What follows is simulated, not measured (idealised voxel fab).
process module | voxel local oxidation
cross-section cut | 295 nm wide | cells 5 nm
A cross-section is a grid of square cells, given in bands from the top down. A band is one or more rows of cells.
Each band's line starts with the height of the band's top and of its bottom, in nm. Then come its materials from left to right, each with its width in nm. One material with "throughout" fills the band from edge to edge. "air" is empty space.
Height 0 is the level under which the wafer as received is all one material. The lowest band goes on downwards, as in "0 down".
A width such as "30 to 40" changes by the same amount from each row of cells to the next, from the band's top row to its bottom row.
"no change" after a step means that no cell of the cross-section changed.
closed voids: empty space of 8 cells or more with no open way to the top, each as width x height at its distance from the left edge, in nm
after a step's settings: what the simulator itself notes on the step
overlay nm, on a step with a mask: how far to the right of its planned place the mask lay; to the left if negative
plan
1 op RECEIVE | material Si
2 op CONFORMAL_DEP | material SiO2 | thk nm 5
3 op CONFORMAL_DEP | material SiN | thk nm 15
4 op PATTERN | tone cover | mask id ACTIVE | material resist | width nm 120 | thk nm 15 | overlay nm 0
5 op DIRECTIONAL_ETCH | etch materials SiN | depth nm 15
6 op STRIP | etch materials resist
7 op SELECTIVE_ETCH | etch materials SiO2 | depth nm 5
8 op OXIDIZE | depth nm 10
9 op STRIP | etch materials SiN
as received, after step 1
  0 down: Si throughout
  closed voids: none
a wafer at the end: this start, this plan, one mistake
  5 to 0: air 85 | SiO2 110 | air 100
  0 to -10: SiO2 95 | Si 90 | SiO2 110
  -10 down: Si throughout
  closed voids: none
what went wrong: step 4 ran as: op PATTERN | tone cover | mask id ACTIVE | material resist | width nm 120 | thk nm 15 | overlay nm -5
